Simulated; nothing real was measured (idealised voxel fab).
process module | voxel self aligned vias
cross-section cut | 265 nm wide | cells 5 nm
A cross-section is a grid of square cells, given in bands from the top down. A band is one or more rows of cells.
Each band's line starts with the height of the band's top and of its bottom, in nm. Then come its materials from left to right, each with its width in nm. One material with "throughout" fills the band from edge to edge. "air" is empty space.
Height 0 is the level under which the wafer as received is all one material. The lowest band goes on downwards, as in "0 down".
A width such as "30 to 40" changes by the same amount from each row of cells to the next, from the band's top row to its bottom row.
"no change" after a step means that no cell of the cross-section changed.
closed voids: empty space of 8 cells or more with no open way to the top, each as width x height at its distance from the left edge, in nm
after a step's settings: what the simulator itself notes on the step
overlay nm, on a step with a mask: how far to the right of its planned place the mask lay; to the left if negative
Each pair below shows a cross-section before one step and the cross-section after it, down to the lowest band that changed. The line under each pair gives the step between them, with its settings. The pairs can come from different runs of this module on the same starting wafer, so a pair continues from the pair above only where its "before" says so.
before
  70 to 60: aC throughout
  60 to 45: lowk throughout
  45 to 35: lowk 35 | SiN 30 | lowk 50 | SiN 30 | lowk 50 | SiN 30 | lowk 40
  35 to 25: lowk 35 | TiN 5 | Ru 20 | TiN 5 | lowk 50 | TiN 5 | Ru 20 | TiN 5 | lowk 50 | TiN 5 | Ru 20 | TiN 5 | lowk 40
  25 to 20: lowk 35 | TiN 30 | lowk 50 | TiN 30 | lowk 50 | TiN 30 | lowk 40
  20 to 15: SiCN throughout
  15 to 0: SiO2 throughout
  0 down: Si throughout
  closed voids: none
after
  100 to 70: resist 25 | air 55 | resist 105 | air 55 | resist 25
  below 70: unchanged
  closed voids: none
the step between: op PATTERN | tone open | mask id VIAS | material resist | width nm 55 | pitch nm 160 | thk nm 30 | overlay nm 0
before: the cross-section after the pair above
after
  90 to 70: resist 25 | air 55 | resist 105 | air 55 | resist 25
  70 to 60: aC 25 | air 55 | aC 105 | air 55 | aC 25
  below 60: unchanged
  closed voids: none
the step between: op DIRECTIONAL_ETCH | etch materials aC | depth nm 10
before: the cross-section after the pair above
after
  70 to 60: aC 25 | air 55 | aC 105 | air 55 | aC 25
  below 60: unchanged
  closed voids: none
the step between: op STRIP | etch materials resist
before: the cross-section after the pair above
after
  70 to 60: aC 25 | air 55 | aC 105 | air 55 | aC 25
  60 to 45: lowk 25 | air 55 | lowk 105 | air 55 | lowk 25
  below 45: unchanged
  closed voids: none
the step between: op DIRECTIONAL_ETCH | etch materials lowk | depth nm 15
before: the cross-section after the pair above
after
  70 to 60: aC 25 | air 55 | aC 105 | air 55 | aC 25
  60 to 45: lowk 25 | air 55 | lowk 105 | air 55 | lowk 25
  45 to 35: lowk 35 | air 30 | lowk 50 | SiN 30 | lowk 50 | air 30 | lowk 40
  below 35: unchanged
  closed voids: none
the step between: op DIRECTIONAL_ETCH | etch materials SiN | depth nm 10
before: the cross-section after the pair above
after
  60 to 45: lowk 25 | air 55 | lowk 105 | air 55 | lowk 25
  below 45: unchanged
  closed voids: none
the step between: op STRIP | etch materials aC
before: the cross-section after the pair above
after
  65 to 60: TiN 30 | air 45 | TiN 115 | air 45 | TiN 30
  60 to 50: lowk 25 | TiN 5 | air 45 | TiN 5 | lowk 105 | TiN 5 | air 45 | TiN 5 | lowk 25
  50 to 45: lowk 25 | TiN 15 | air 20 | TiN 20 | lowk 105 | TiN 15 | air 20 | TiN 20 | lowk 25
  45 to 40: lowk 35 | TiN 5 | air 20 | TiN 5 | lowk 50 | SiN 30 | lowk 50 | TiN 5 | air 20 | TiN 5 | lowk 40
  40 to 35: lowk 35 | TiN 30 | lowk 50 | SiN 30 | lowk 50 | TiN 30 | lowk 40
  below 35: unchanged
  closed voids: none
the step between: op CONFORMAL_DEP | material TiN | thk nm 5
before: the cross-section after the pair above
after
  75 to 65: Cu throughout
  65 to 60: TiN 30 | Cu 45 | TiN 115 | Cu 45 | TiN 30
  60 to 50: lowk 25 | TiN 5 | Cu 45 | TiN 5 | lowk 105 | TiN 5 | Cu 45 | TiN 5 | lowk 25
  50 to 45: lowk 25 | TiN 15 | Cu 20 | TiN 20 | lowk 105 | TiN 15 | Cu 20 | TiN 20 | lowk 25
  45 to 40: lowk 35 | TiN 5 | Cu 20 | TiN 5 | lowk 50 | SiN 30 | lowk 50 | TiN 5 | Cu 20 | TiN 5 | lowk 40
  below 40: unchanged
  closed voids: none
the step between: op FILL_DEP | material Cu | thk nm 10
before: the cross-section after the pair above
after
  60 to 50: lowk 25 | TiN 5 | Cu 45 | TiN 5 | lowk 105 | TiN 5 | Cu 45 | TiN 5 | lowk 25
  below 50: unchanged
  closed voids: none
the step between: op CMP | height nm 60
before: the cross-section after the pair above
after
  65 to 60: SiCN throughout
  below 60: unchanged
  closed voids: none
the step between: op CONFORMAL_DEP | material SiCN | thk nm 5
before
  55 to 45: aC throughout
  45 to 20: lowk throughout
  20 to 15: SiCN throughout
  15 to 0: SiO2 throughout
  0 down: Si throughout
  closed voids: none
after
  85 to 55: resist 25 | air 30 | resist 50 | air 30 | resist 50 | air 30 | resist 50
  below 55: unchanged
  closed voids: none
the step between: op PATTERN | tone open | mask id LINES | material resist | width nm 30 | pitch nm 80 | thk nm 30 | overlay nm -10
before: the cross-section after the pair above
after
  75 to 55: resist 25 | air 30 | resist 50 | air 30 | resist 50 | air 30 | resist 50
  55 to 45: aC 25 | air 30 | aC 50 | air 30 | aC 50 | air 30 | aC 50
  below 45: unchanged
  closed voids: none
the step between: op DIRECTIONAL_ETCH | etch materials aC | depth nm 10
before: the cross-section after the pair above
after
  55 to 45: aC 25 | air 30 | aC 50 | air 30 | aC 50 | air 30 | aC 50
  below 45: unchanged
  closed voids: none
the step between: op STRIP | etch materials resist
before: the cross-section after the pair above
after
  55 to 45: aC 25 | air 30 | aC 50 | air 30 | aC 50 | air 30 | aC 50
  45 to 20: lowk 25 | air 30 | lowk 50 | air 30 | lowk 50 | air 30 | lowk 50
  below 20: unchanged
  closed voids: none
the step between: op DIRECTIONAL_ETCH | etch materials lowk | depth nm 25
before: the cross-section after the pair above
after
  45 to 20: lowk 25 | air 30 | lowk 50 | air 30 | lowk 50 | air 30 | lowk 50
  below 20: unchanged
  closed voids: none
the step between: op STRIP | etch materials aC
before: the cross-section after the pair above
after
  50 to 45: TiN 30 | air 20 | TiN 60 | air 20 | TiN 60 | air 20 | TiN 55
  45 to 25: lowk 25 | TiN 5 | air 20 | TiN 5 | lowk 50 | TiN 5 | air 20 | TiN 5 | lowk 50 | TiN 5 | air 20 | TiN 5 | lowk 50
  25 to 20: lowk 25 | TiN 30 | lowk 50 | TiN 30 | lowk 50 | TiN 30 | lowk 50
  below 20: unchanged
  closed voids: none
the step between: op CONFORMAL_DEP | material TiN | thk nm 5
before: the cross-section after the pair above
after
  60 to 50: Ru throughout
  50 to 45: TiN 30 | Ru 20 | TiN 60 | Ru 20 | TiN 60 | Ru 20 | TiN 55
  45 to 25: lowk 25 | TiN 5 | Ru 20 | TiN 5 | lowk 50 | TiN 5 | Ru 20 | TiN 5 | lowk 50 | TiN 5 | Ru 20 | TiN 5 | lowk 50
  below 25: unchanged
  closed voids: none
the step between: op FILL_DEP | material Ru | thk nm 10
before: the cross-section after the pair above
after
  45 to 25: lowk 25 | TiN 5 | Ru 20 | TiN 5 | lowk 50 | TiN 5 | Ru 20 | TiN 5 | lowk 50 | TiN 5 | Ru 20 | TiN 5 | lowk 50
  below 25: unchanged
  closed voids: none
the step between: op CMP | height nm 45
before: the cross-section after the pair above
after
  45 to 35: lowk 25 | air 30 | lowk 50 | air 30 | lowk 50 | air 30 | lowk 50
  below 35: unchanged
  closed voids: none
the step between: op SELECTIVE_ETCH | etch materials W Ru TiN | depth nm 10
before: the cross-section after the pair above
after
  50 to 45: SiN throughout
  45 to 35: lowk 25 | SiN 30 | lowk 50 | SiN 30 | lowk 50 | SiN 30 | lowk 50
  below 35: unchanged
  closed voids: none
the step between: op FILL_DEP | material SiN | thk nm 5
before: the cross-section after the pair above
after
  45 to 35: lowk 25 | SiN 30 | lowk 50 | SiN 30 | lowk 50 | SiN 30 | lowk 50
  below 35: unchanged
  closed voids: none
the step between: op CMP | height nm 45
before: the cross-section after the pair above
after
  60 to 45: lowk throughout
  below 45: unchanged
  closed voids: none
the step between: op DIRECTIONAL_DEP | material lowk | thk nm 15
before: the cross-section after the pair above
after
  70 to 60: aC throughout
  below 60: unchanged
  closed voids: none
the step between: op DIRECTIONAL_DEP | material aC | thk nm 10
before: the cross-section after the pair above
after
  100 to 70: resist 25 | air 50 | resist 110 | air 50 | resist 30
  below 70: unchanged
  closed voids: none
the step between: op PATTERN | tone open | mask id VIAS | material resist | width nm 50 | pitch nm 160 | thk nm 30 | overlay nm 0
before: the cross-section after the pair above
after
  90 to 70: resist 25 | air 50 | resist 110 | air 50 | resist 30
  70 to 60: aC 25 | air 50 | aC 110 | air 50 | aC 30
  below 60: unchanged
  closed voids: none
the step between: op DIRECTIONAL_ETCH | etch materials aC | depth nm 10
before: the cross-section after the pair above
after
  70 to 60: aC 25 | air 50 | aC 110 | air 50 | aC 30
  below 60: unchanged
  closed voids: none
the step between: op STRIP | etch materials resist
before: the cross-section after the pair above
after
  70 to 60: aC 25 | air 50 | aC 110 | air 50 | aC 30
  60 to 45: lowk 25 | air 50 | lowk 110 | air 50 | lowk 30
  below 45: unchanged
  closed voids: none
the step between: op DIRECTIONAL_ETCH | etch materials lowk | depth nm 15
before: the cross-section after the pair above
after
  70 to 60: aC 25 | air 50 | aC 110 | air 50 | aC 30
  60 to 45: lowk 25 | air 50 | lowk 110 | air 50 | lowk 30
  45 to 35: lowk 25 | air 30 | lowk 50 | SiN 30 | lowk 50 | air 30 | lowk 50
  below 35: unchanged
  closed voids: none
the step between: op DIRECTIONAL_ETCH | etch materials SiN | depth nm 10
before: the cross-section after the pair above
after
  60 to 45: lowk 25 | air 50 | lowk 110 | air 50 | lowk 30
  below 45: unchanged
  closed voids: none
the step between: op STRIP | etch materials aC
before: the cross-section after the pair above
after
  65 to 60: TiN 30 | air 40 | TiN 120 | air 40 | TiN 35
  60 to 50: lowk 25 | TiN 5 | air 40 | TiN 5 | lowk 110 | TiN 5 | air 40 | TiN 5 | lowk 30
  50 to 45: lowk 25 | TiN 5 | air 20 | TiN 25 | lowk 110 | TiN 5 | air 20 | TiN 25 | lowk 30
  45 to 40: lowk 25 | TiN 5 | air 20 | TiN 5 | lowk 50 | SiN 30 | lowk 50 | TiN 5 | air 20 | TiN 5 | lowk 50
  40 to 35: lowk 25 | TiN 30 | lowk 50 | SiN 30 | lowk 50 | TiN 30 | lowk 50
  below 35: unchanged
  closed voids: none
the step between: op CONFORMAL_DEP | material TiN | thk nm 5
before: the cross-section after the pair above
after
  75 to 65: Cu throughout
  65 to 60: TiN 30 | Cu 40 | TiN 120 | Cu 40 | TiN 35
  60 to 50: lowk 25 | TiN 5 | Cu 40 | TiN 5 | lowk 110 | TiN 5 | Cu 40 | TiN 5 | lowk 30
  50 to 45: lowk 25 | TiN 5 | Cu 20 | TiN 25 | lowk 110 | TiN 5 | Cu 20 | TiN 25 | lowk 30
  45 to 40: lowk 25 | TiN 5 | Cu 20 | TiN 5 | lowk 50 | SiN 30 | lowk 50 | TiN 5 | Cu 20 | TiN 5 | lowk 50
  below 40: unchanged
  closed voids: none
the step between: op FILL_DEP | material Cu | thk nm 10
before: the cross-section after the pair above
after
  60 to 50: lowk 25 | TiN 5 | Cu 40 | TiN 5 | lowk 110 | TiN 5 | Cu 40 | TiN 5 | lowk 30
  below 50: unchanged
  closed voids: none
the step between: op CMP | height nm 60
before: the cross-section after the pair above
after
  65 to 60: SiCN throughout
  below 60: unchanged
  closed voids: none
the step between: op CONFORMAL_DEP | material SiCN | thk nm 5
before
  50 to 45: TiN 40 | air 20 | TiN 60 | air 20 | TiN 60 | air 20 | TiN 45
  45 to 25: lowk 35 | TiN 5 | air 20 | TiN 5 | lowk 50 | TiN 5 | air 20 | TiN 5 | lowk 50 | TiN 5 | air 20 | TiN 5 | lowk 40
  25 to 20: lowk 35 | TiN 30 | lowk 50 | TiN 30 | lowk 50 | TiN 30 | lowk 40
  20 to 15: SiCN throughout
  15 to 0: SiO2 throughout
  0 down: Si throughout
  closed voids: none
after
  60 to 50: SiN throughout
  50 to 45: TiN 40 | SiN 20 | TiN 60 | SiN 20 | TiN 60 | SiN 20 | TiN 45
  45 to 25: lowk 35 | TiN 5 | SiN 20 | TiN 5 | lowk 50 | TiN 5 | SiN 20 | TiN 5 | lowk 50 | TiN 5 | SiN 20 | TiN 5 | lowk 40
  below 25: unchanged
  closed voids: none
the step between: op FILL_DEP | material SiN | thk nm 10
before: the cross-section after the pair above
after
  45 to 25: lowk 35 | TiN 5 | SiN 20 | TiN 5 | lowk 50 | TiN 5 | SiN 20 | TiN 5 | lowk 50 | TiN 5 | SiN 20 | TiN 5 | lowk 40
  below 25: unchanged
  closed voids: none
the step between: op CMP | height nm 45
before: the cross-section after the pair above
after
  45 to 35: lowk 35 | air 5 | SiN 20 | air 5 | lowk 50 | air 5 | SiN 20 | air 5 | lowk 50 | air 5 | SiN 20 | air 5 | lowk 40
  below 35: unchanged
  closed voids: none
the step between: op SELECTIVE_ETCH | etch materials W Ru TiN | depth nm 10
before: the cross-section after the pair above
after
  50 to 45: SiN throughout
  45 to 35: lowk 35 | SiN 30 | lowk 50 | SiN 30 | lowk 50 | SiN 30 | lowk 40
  below 35: unchanged
  closed voids: none
the step between: op FILL_DEP | material SiN | thk nm 5
before: the cross-section after the pair above
after
  45 to 35: lowk 35 | SiN 30 | lowk 50 | SiN 30 | lowk 50 | SiN 30 | lowk 40
  below 35: unchanged
  closed voids: none
the step between: op CMP | height nm 45
before: the cross-section after the pair above
after
  60 to 45: lowk throughout
  below 45: unchanged
  closed voids: none
the step between: op DIRECTIONAL_DEP | material lowk | thk nm 15
before: the cross-section after the pair above
after
  70 to 60: aC throughout
  below 60: unchanged
  closed voids: none
the step between: op DIRECTIONAL_DEP | material aC | thk nm 10
before: the cross-section after the pair above
after
  100 to 70: resist 25 | air 50 | resist 110 | air 50 | resist 30
  below 70: unchanged
  closed voids: none
the step between: op PATTERN | tone open | mask id VIAS | material resist | width nm 50 | pitch nm 160 | thk nm 30 | overlay nm 0
before: the cross-section after the pair above
after
  90 to 70: resist 25 | air 50 | resist 110 | air 50 | resist 30
  70 to 60: aC 25 | air 50 | aC 110 | air 50 | aC 30
  below 60: unchanged
  closed voids: none
the step between: op DIRECTIONAL_ETCH | etch materials aC | depth nm 10
before: the cross-section after the pair above
after
  70 to 60: aC 25 | air 50 | aC 110 | air 50 | aC 30
  below 60: unchanged
  closed voids: none
the step between: op STRIP | etch materials resist
before: the cross-section after the pair above
after
  70 to 60: aC 25 | air 50 | aC 110 | air 50 | aC 30
  60 to 45: lowk 25 | air 50 | lowk 110 | air 50 | lowk 30
  below 45: unchanged
  closed voids: none
the step between: op DIRECTIONAL_ETCH | etch materials lowk | depth nm 15
before: the cross-section after the pair above
after
  70 to 60: aC 25 | air 50 | aC 110 | air 50 | aC 30
  60 to 45: lowk 25 | air 50 | lowk 110 | air 50 | lowk 30
  45 to 35: lowk 35 | air 30 | lowk 50 | SiN 30 | lowk 50 | air 30 | lowk 40
  below 35: unchanged
  closed voids: none
the step between: op DIRECTIONAL_ETCH | etch materials SiN | depth nm 10
before: the cross-section after the pair above
after
  60 to 45: lowk 25 | air 50 | lowk 110 | air 50 | lowk 30
  below 45: unchanged
  closed voids: none
the step between: op STRIP | etch materials aC
before: the cross-section after the pair above
after
  65 to 60: TiN 30 | air 40 | TiN 120 | air 40 | TiN 35
  60 to 50: lowk 25 | TiN 5 | air 40 | TiN 5 | lowk 110 | TiN 5 | air 40 | TiN 5 | lowk 30
  50 to 45: lowk 25 | TiN 15 | air 20 | TiN 15 | lowk 110 | TiN 15 | air 20 | TiN 15 | lowk 30
  45 to 40: lowk 35 | TiN 5 | air 20 | TiN 5 | lowk 50 | SiN 30 | lowk 50 | TiN 5 | air 20 | TiN 5 | lowk 40
  40 to 35: lowk 35 | TiN 30 | lowk 50 | SiN 30 | lowk 50 | TiN 30 | lowk 40
  below 35: unchanged
  closed voids: none
the step between: op CONFORMAL_DEP | material TiN | thk nm 5
before: the cross-section after the pair above
after
  75 to 65: Cu throughout
  65 to 60: TiN 30 | Cu 40 | TiN 120 | Cu 40 | TiN 35
  60 to 50: lowk 25 | TiN 5 | Cu 40 | TiN 5 | lowk 110 | TiN 5 | Cu 40 | TiN 5 | lowk 30
  50 to 45: lowk 25 | TiN 15 | Cu 20 | TiN 15 | lowk 110 | TiN 15 | Cu 20 | TiN 15 | lowk 30
  45 to 40: lowk 35 | TiN 5 | Cu 20 | TiN 5 | lowk 50 | SiN 30 | lowk 50 | TiN 5 | Cu 20 | TiN 5 | lowk 40
  below 40: unchanged
  closed voids: none
the step between: op FILL_DEP | material Cu | thk nm 10
before: the cross-section after the pair above
after
  60 to 50: lowk 25 | TiN 5 | Cu 40 | TiN 5 | lowk 110 | TiN 5 | Cu 40 | TiN 5 | lowk 30
  below 50: unchanged
  closed voids: none
the step between: op CMP | height nm 60
before: the cross-section after the pair above
after
  65 to 60: SiCN throughout
  below 60: unchanged
  closed voids: none
the step between: op CONFORMAL_DEP | material SiCN | thk nm 5
before
  55 to 45: aC throughout
  45 to 20: lowk throughout
  20 to 15: SiCN throughout
  15 to 0: SiO2 throughout
  0 down: Si throughout
  closed voids: none
after
  85 to 55: air 35 | resist 30 | air 50 | resist 30 | air 50 | resist 30 | air 40
  below 55: unchanged
  closed voids: none
the step between: op PATTERN | tone cover | mask id LINES | material resist | width nm 30 | pitch nm 80 | thk nm 30 | overlay nm 0
before: the cross-section after the pair above
after
  75 to 55: air 35 | resist 30 | air 50 | resist 30 | air 50 | resist 30 | air 40
  55 to 45: air 35 | aC 30 | air 50 | aC 30 | air 50 | aC 30 | air 40
  below 45: unchanged
  closed voids: none
the step between: op DIRECTIONAL_ETCH | etch materials aC | depth nm 10
before: the cross-section after the pair above
after
  55 to 45: air 35 | aC 30 | air 50 | aC 30 | air 50 | aC 30 | air 40
  below 45: unchanged
  closed voids: none
the step between: op STRIP | etch materials resist
before: the cross-section after the pair above
after
  55 to 45: air 35 | aC 30 | air 50 | aC 30 | air 50 | aC 30 | air 40
  45 to 20: air 35 | lowk 30 | air 50 | lowk 30 | air 50 | lowk 30 | air 40
  below 20: unchanged
  closed voids: none
the step between: op DIRECTIONAL_ETCH | etch materials lowk | depth nm 25
before: the cross-section after the pair above
after
  45 to 20: air 35 | lowk 30 | air 50 | lowk 30 | air 50 | lowk 30 | air 40
  below 20: unchanged
  closed voids: none
the step between: op STRIP | etch materials aC
before: the cross-section after the pair above
after
  50 to 45: air 30 | TiN 40 | air 40 | TiN 40 | air 40 | TiN 40 | air 35
  45 to 25: air 30 | TiN 5 | lowk 30 | TiN 5 | air 40 | TiN 5 | lowk 30 | TiN 5 | air 40 | TiN 5 | lowk 30 | TiN 5 | air 35
  25 to 20: TiN 35 | lowk 30 | TiN 50 | lowk 30 | TiN 50 | lowk 30 | TiN 40
  below 20: unchanged
  closed voids: none
the step between: op CONFORMAL_DEP | material TiN | thk nm 5
before: the cross-section after the pair above
after
  60 to 50: Ru throughout
  50 to 45: Ru 30 | TiN 40 | Ru 40 | TiN 40 | Ru 40 | TiN 40 | Ru 35
  45 to 25: Ru 30 | TiN 5 | lowk 30 | TiN 5 | Ru 40 | TiN 5 | lowk 30 | TiN 5 | Ru 40 | TiN 5 | lowk 30 | TiN 5 | Ru 35
  below 25: unchanged
  closed voids: none
the step between: op FILL_DEP | material Ru | thk nm 10
before: the cross-section after the pair above
after
  45 to 25: Ru 30 | TiN 5 | lowk 30 | TiN 5 | Ru 40 | TiN 5 | lowk 30 | TiN 5 | Ru 40 | TiN 5 | lowk 30 | TiN 5 | Ru 35
  below 25: unchanged
  closed voids: none
the step between: op CMP | height nm 45
before: the cross-section after the pair above
after
  45 to 35: air 35 | lowk 30 | air 50 | lowk 30 | air 50 | lowk 30 | air 40
  below 35: unchanged
  closed voids: none
the step between: op SELECTIVE_ETCH | etch materials W Ru TiN | depth nm 10
before: the cross-section after the pair above
after
  50 to 45: SiN throughout
  45 to 35: SiN 35 | lowk 30 | SiN 50 | lowk 30 | SiN 50 | lowk 30 | SiN 40
  below 35: unchanged
  closed voids: none
the step between: op FILL_DEP | material SiN | thk nm 5
before: the cross-section after the pair above
after
  45 to 35: SiN 35 | lowk 30 | SiN 50 | lowk 30 | SiN 50 | lowk 30 | SiN 40
  below 35: unchanged
  closed voids: none
the step between: op CMP | height nm 45
before: the cross-section after the pair above
after
  60 to 45: lowk throughout
  below 45: unchanged
  closed voids: none
the step between: op DIRECTIONAL_DEP | material lowk | thk nm 15
before: the cross-section after the pair above
after
  70 to 60: aC throughout
  below 60: unchanged
  closed voids: none
the step between: op DIRECTIONAL_DEP | material aC | thk nm 10
before: the cross-section after the pair above
after
  100 to 70: resist 25 | air 50 | resist 110 | air 50 | resist 30
  below 70: unchanged
  closed voids: none
the step between: op PATTERN | tone open | mask id VIAS | material resist | width nm 50 | pitch nm 160 | thk nm 30 | overlay nm 0
before: the cross-section after the pair above
after
  90 to 70: resist 25 | air 50 | resist 110 | air 50 | resist 30
  70 to 60: aC 25 | air 50 | aC 110 | air 50 | aC 30
  below 60: unchanged
  closed voids: none
the step between: op DIRECTIONAL_ETCH | etch materials aC | depth nm 10
before: the cross-section after the pair above
after
  70 to 60: aC 25 | air 50 | aC 110 | air 50 | aC 30
  below 60: unchanged
  closed voids: none
the step between: op STRIP | etch materials resist
before: the cross-section after the pair above
after
  70 to 60: aC 25 | air 50 | aC 110 | air 50 | aC 30
  60 to 45: lowk 25 | air 50 | lowk 110 | air 50 | lowk 30
  below 45: unchanged
  closed voids: none
the step between: op DIRECTIONAL_ETCH | etch materials lowk | depth nm 15
before: the cross-section after the pair above
after
  70 to 60: aC 25 | air 50 | aC 110 | air 50 | aC 30
  60 to 45: lowk 25 | air 50 | lowk 110 | air 50 | lowk 30
  45 to 35: SiN 25 | air 10 | lowk 30 | air 10 | SiN 40 | lowk 30 | SiN 40 | air 10 | lowk 30 | air 10 | SiN 30
  below 35: unchanged
  closed voids: none
the step between: op DIRECTIONAL_ETCH | etch materials SiN | depth nm 10
before: the cross-section after the pair above
after
  60 to 45: lowk 25 | air 50 | lowk 110 | air 50 | lowk 30
  below 45: unchanged
  closed voids: none
the step between: op STRIP | etch materials aC
before: the cross-section after the pair above
after
  65 to 60: TiN 30 | air 40 | TiN 120 | air 40 | TiN 35
  60 to 50: lowk 25 | TiN 5 | air 40 | TiN 5 | lowk 110 | TiN 5 | air 40 | TiN 5 | lowk 30
  50 to 45: lowk 25 | TiN 50 | lowk 110 | TiN 50 | lowk 30
  45 to 35: SiN 25 | TiN 10 | lowk 30 | TiN 10 | SiN 40 | lowk 30 | SiN 40 | TiN 10 | lowk 30 | TiN 10 | SiN 30
  below 35: unchanged
  closed voids: none
the step between: op CONFORMAL_DEP | material TiN | thk nm 5
before: the cross-section after the pair above
after
  75 to 65: Cu throughout
  65 to 60: TiN 30 | Cu 40 | TiN 120 | Cu 40 | TiN 35
  60 to 50: lowk 25 | TiN 5 | Cu 40 | TiN 5 | lowk 110 | TiN 5 | Cu 40 | TiN 5 | lowk 30
  below 50: unchanged
  closed voids: none
the step between: op FILL_DEP | material Cu | thk nm 10
before: the cross-section after the pair above
after
  60 to 50: lowk 25 | TiN 5 | Cu 40 | TiN 5 | lowk 110 | TiN 5 | Cu 40 | TiN 5 | lowk 30
  below 50: unchanged
  closed voids: none
the step between: op CMP | height nm 60
before: the cross-section after the pair above
after
  65 to 60: SiCN throughout
  below 60: unchanged
  closed voids: none
the step between: op CONFORMAL_DEP | material SiCN | thk nm 5
